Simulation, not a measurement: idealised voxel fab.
The document below concerns the process module designated voxel transistor to metal.
Section cut is 155 nm wide and gridded with 5 nm square cells.
If you're reading a cross-section in this doc, picture square cells in a grid; it comes to you as bands, top ones listed first down to the bottom, and a band can be one or more rows of cells. Read a band's entry like this: the first values are the height of its top and the height of its bottom in nm, and what follows is the sequence of materials from left to right, each with its width in nm. Note that "air" is empty space, and that a single material marked "throughout" reaches across the band from edge to edge. Heights are expressed relative to 0, this being the level below which the as-received wafer comprises one material exclusively. The lowest band is unbounded in the downward direction and is denoted as in "z 0 and below". The width entry "30..40" should be interpreted row by row: the top row of cells in the band takes the first number, the bottom row takes the second number, and the change between adjacent rows is uniform throughout. "nothing different" after a step means that no cell of the cross-section changed. Entry "Completely sealed voids" = empty spaces >= 8 cells with no open way to the top; each as width x height at distance, distance from left edge, all nm. The remark found on a step's line after its settings is issued by the simulator itself and pertains to that step. overlay nm: step with mask; distance mask lay right of planned place; negative value = left of planned place.
[Listed below are the process steps as planned]
1: op RECEIVE | material Si
2: op OXIDIZE | depth nm 5
3: op CONFORMAL_DEP | material SiN | thk nm 15
4: op MASKED_ETCH | tone cover | mask id ACTIVE | width nm 115 | etch materials SiN | depth nm 15 | overlay nm 0
5: op MASKED_ETCH | tone cover | mask id ACTIVE | width nm 115 | etch materials SiO2 | depth nm 5 | overlay nm 0
6: op MASKED_ETCH | tone cover | mask id ACTIVE | width nm 115 | etch materials Si | depth nm 25 | overlay nm 0
7: op FILL_DEP | material SiO2 | thk nm 15
8: op CMP | height nm 15
9: op SELECTIVE_ETCH | etch materials SiO2 | depth nm 10
10: op STRIP | etch materials SiN
11: op SELECTIVE_ETCH | etch materials SiO2 | depth nm 5
12: op OXIDIZE | depth nm 5
13: op DIRECTIONAL_DEP | material polySi | thk nm 30
14: op DIRECTIONAL_DEP | material SiCN | thk nm 10
15: op MASKED_ETCH | tone cover | mask id GATE | width nm 25 | etch materials SiCN | depth nm 20 | overlay nm 0
16: op MASKED_ETCH | tone cover | mask id GATE | width nm 25 | etch materials polySi | depth nm 40 | overlay nm 0
17: op CONFORMAL_DEP | material SiN | thk nm 5
18: op DIRECTIONAL_ETCH | etch materials SiN | depth nm 5
19: op DIRECTIONAL_ETCH | etch materials SiO2 | depth nm 5
20: op DIRECTIONAL_ETCH | etch materials Si | depth nm 5
21: op EPI | material pSi | thk nm 5
22: op FILL_DEP | material SiO2 | thk nm 5
23: op CMP | height nm 35
24: op DIRECTIONAL_DEP | material SiO2 | thk nm 10
25: op DIRECTIONAL_DEP | material aC | thk nm 10
26: op PATTERN | tone open | mask id CONTACT | material resist | width nm 20 | pitch nm 85 | thk nm 25 | overlay nm 0
27: op DIRECTIONAL_ETCH | etch materials aC | depth nm 10
28: op STRIP | etch materials resist
29: op DIRECTIONAL_ETCH | etch materials SiO2 | depth nm 55
30: op STRIP | etch materials aC
31: op CONFORMAL_DEP | material TiN | thk nm 5
32: op FILL_DEP | material W | thk nm 5
33: op CMP | height nm 45
34: op DIRECTIONAL_DEP | material TiN | thk nm 5
35: op DIRECTIONAL_DEP | material Ru | thk nm 25
36: op PATTERN | tone cover | mask id METAL_1 | material resist | width nm 20 | pitch nm 85 | thk nm 15 | overlay nm 0
37: op DIRECTIONAL_ETCH | etch materials Ru | depth nm 25
38: op DIRECTIONAL_ETCH | etch materials TiN | depth nm 5
39: op STRIP | etch materials resist
40: op FILL_DEP | material lowk | thk nm 10
41: op CMP | height nm 75
42: op CONFORMAL_DEP | material SiCN | thk nm 5
43: op DIRECTIONAL_DEP | material SiO2 | thk nm 25
44: op MASKED_ETCH | tone open | mask id METAL_2 | width nm 20 | pitch nm 85 | etch materials SiO2 | depth nm 15 | overlay nm 0
45: op PATTERN | tone open | mask id METAL_2_HOLES | material resist | width nm 15 | pitch nm 85 | thk nm 15 | overlay nm 0
46: op DIRECTIONAL_ETCH | etch materials SiO2 | depth nm 10
47: op DIRECTIONAL_ETCH | etch materials SiCN | depth nm 5
48: op STRIP | etch materials resist
49: op CONFORMAL_DEP | material TiN | thk nm 5
50: op FILL_DEP | material Cu | thk nm 5
51: op CMP | height nm 105
52: op CONFORMAL_DEP | material SiCN | thk nm 5
[The cross-section here shows the wafer as received, i.e. in its state after step 1]
* z 0 and below  Si throughout
* Completely sealed voids: none
[Starting structure and process plan are as shown above, but one mistake was made in running the module; the wafer cross-section at the end of the module follows]
* z 110 to 105  SiCN throughout
* z 105 to 100  SiCN=25, TiN=15, SiCN=70, TiN=15, SiCN=30
* z 100 to 75  SiO2 throughout
* z 75 to 50  lowk=25, Ru=20, lowk=65, Ru=20, lowk=25
* z 50 to 45  lowk=25, TiN=20, lowk=65, TiN=20, lowk=25
* z 45 to 35  SiO2=25, TiN=5, W=10, TiN=5, SiO2=65, TiN=5, W=10, TiN=5, SiO2=25
* z 35 to 25  SiO2=25, TiN=5, W=10, TiN=5, SiO2=15, SiN=5, SiCN=25, SiN=5, SiO2=15, TiN=5, W=10, TiN=5, SiO2=25
* z 25 to 0  SiO2=25, TiN=5, W=10, TiN=5, SiO2=15, SiN=5, polySi=25, SiN=5, SiO2=15, TiN=5, W=10, TiN=5, SiO2=25
* z 0 to -5  SiO2=15, SiN=5, SiO2=5, TiN=5, W=10, TiN=5, SiO2=15, SiN=5, polySi=25, SiN=5, SiO2=15, TiN=5, W=10, TiN=5, SiO2=5, SiN=5, SiO2=15
* z -5 to -10  SiO2=25, TiN=20, SiO2=10, pSi=5, SiO2=35, pSi=5, SiO2=10, TiN=20, SiO2=25
* z -10 to -15  SiO2=20, pSi=40, Si=35, pSi=40, SiO2=20
* z -15 to -30  SiO2=20, Si=115, SiO2=20
* z -30 and below  Si throughout
* Completely sealed voids: none
Plan not followed: steps 42 and 43: order swapped relative to plan
